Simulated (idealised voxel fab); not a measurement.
The name of this process module is voxel wiring stack.
Each square cell in cross-section cut measures 5 nm, and the section as a whole is 155 nm wide.
Cross-sections here: square-cell grids, written as top-down lists of bands, a band being one or more rows of cells.
This entry defines a band. It first specifies the height of the band's top and the height of its bottom in nm, and then specifies the band's materials from left to right, stating each material with its width in nm. The word "edge to edge" identifies a single material that fills the band from edge to edge, while the word "blank" identifies empty space.
Note: height 0 marks the level under which the wafer is uniformly one material as received. Lowest band unbounded below, written "top 0, no bottom".
Think of "30 to 40" as a width that walks from the first number to the second as you go down the band, top row to bottom row, taking equal-sized steps from row to row.
When a step is marked "no alteration", none of the cells in the cross-section changed during that step.
Voids not open to the top, 8 cells minimum: see "Closed void roster". Written width x height at distance; distance is from the left edge; nm.
If you see something after the settings on a step's line, that's the simulator's own remark about that step.
Each step line may optionally specify "overlay nm", which for a step with a mask gives the rightward distance between the mask's planned place and where it lay, a negative value indicating the leftward direction.

THE PLANNED PROCESS STEPS ARE ENUMERATED HEREUNDER
1) RECEIVE | material Si
2) CONFORMAL_DEP | material SiO2 | thk nm 10
3) DIRECTIONAL_DEP | material TiN | thk nm 5
4) DIRECTIONAL_DEP | material Ru | thk nm 25
5) DIRECTIONAL_DEP | material aC | thk nm 15
6) PATTERN | tone cover | mask id METAL_1 | material resist | width nm 20 | pitch nm 50 | thk nm 35 | overlay nm 0
7) DIRECTIONAL_ETCH | etch materials aC | depth nm 15
8) STRIP | etch materials resist
9) DIRECTIONAL_ETCH | etch materials Ru | depth nm 25
10) DIRECTIONAL_ETCH | etch materials TiN | depth nm 5
11) STRIP | etch materials aC
12) CONFORMAL_DEP | material SiCN | thk nm 5
13) FILL_DEP | material SiO2 | thk nm 10
14) CMP | height nm 40
15) CONFORMAL_DEP | material SiCN | thk nm 5
16) DIRECTIONAL_DEP | material SiO2 | thk nm 30
17) MASKED_ETCH | tone open | mask id METAL_2 | width nm 20 | pitch nm 50 | etch materials SiO2 | depth nm 20 | overlay nm 0
18) PATTERN | tone open | mask id METAL_2_HOLES | material resist | width nm 15 | pitch nm 100 | thk nm 20 | overlay nm 0
19) DIRECTIONAL_ETCH | etch materials SiO2 | depth nm 10
20) DIRECTIONAL_ETCH | etch materials SiCN | depth nm 5
21) STRIP | etch materials resist
22) CONFORMAL_DEP | material TiN | thk nm 5
23) FILL_DEP | material Cu | thk nm 10
24) CMP | height nm 75
25) CONFORMAL_DEP | material SiCN | thk nm 5

SHOWN IN CROSS-SECTION IS THE WAFER AS RECEIVED, THAT IS, AS IT STANDS AFTER STEP 1
	top 0, no bottom  Si edge to edge
	Closed void roster: none

THE PLAN ABOVE WAS CARRIED OUT ON THE STARTING STRUCTURE ABOVE WITH ONE MISTAKE, AND THIS CROSS-SECTION SHOWS THE WAFER AT THE END OF THE MODULE
	top 80, bottom 75  SiCN edge to edge
	top 75, bottom 60  SiO2: 15 / TiN: 5 / Cu: 10 / TiN: 5 / SiO2: 30 / TiN: 5 / Cu: 10 / TiN: 5 / SiO2: 30 / TiN: 5 / Cu: 10 / TiN: 5 / SiO2: 20
	top 60, bottom 55  SiO2: 15 / TiN: 5 / Cu: 5 / TiN: 10 / SiO2: 30 / TiN: 20 / SiO2: 30 / TiN: 5 / Cu: 5 / TiN: 10 / SiO2: 20
	top 55, bottom 45  SiO2: 15 / TiN: 5 / Cu: 5 / TiN: 5 / SiO2: 85 / TiN: 5 / Cu: 5 / TiN: 5 / SiO2: 25
	top 45, bottom 40  SiCN: 15 / TiN: 15 / SiCN: 85 / TiN: 15 / SiCN: 25
	top 40, bottom 15  SiO2: 15 / SiCN: 5 / Ru: 15 / SiCN: 5 / SiO2: 25 / SiCN: 5 / Ru: 15 / SiCN: 5 / SiO2: 25 / SiCN: 5 / Ru: 15 / SiCN: 5 / SiO2: 15
	top 15, bottom 10  SiCN: 20 / TiN: 15 / SiCN: 35 / TiN: 15 / SiCN: 35 / TiN: 15 / SiCN: 20
	top 10, bottom 0  SiO2 edge to edge
	top 0, no bottom  Si edge to edge
	Closed void roster: none
Nonconformance to the process plan: step 6: run off-plan, actual operation and settings PATTERN | tone cover | mask id METAL_1 | material resist | width nm 15 | pitch nm 50 | thk nm 35 | overlay nm 0
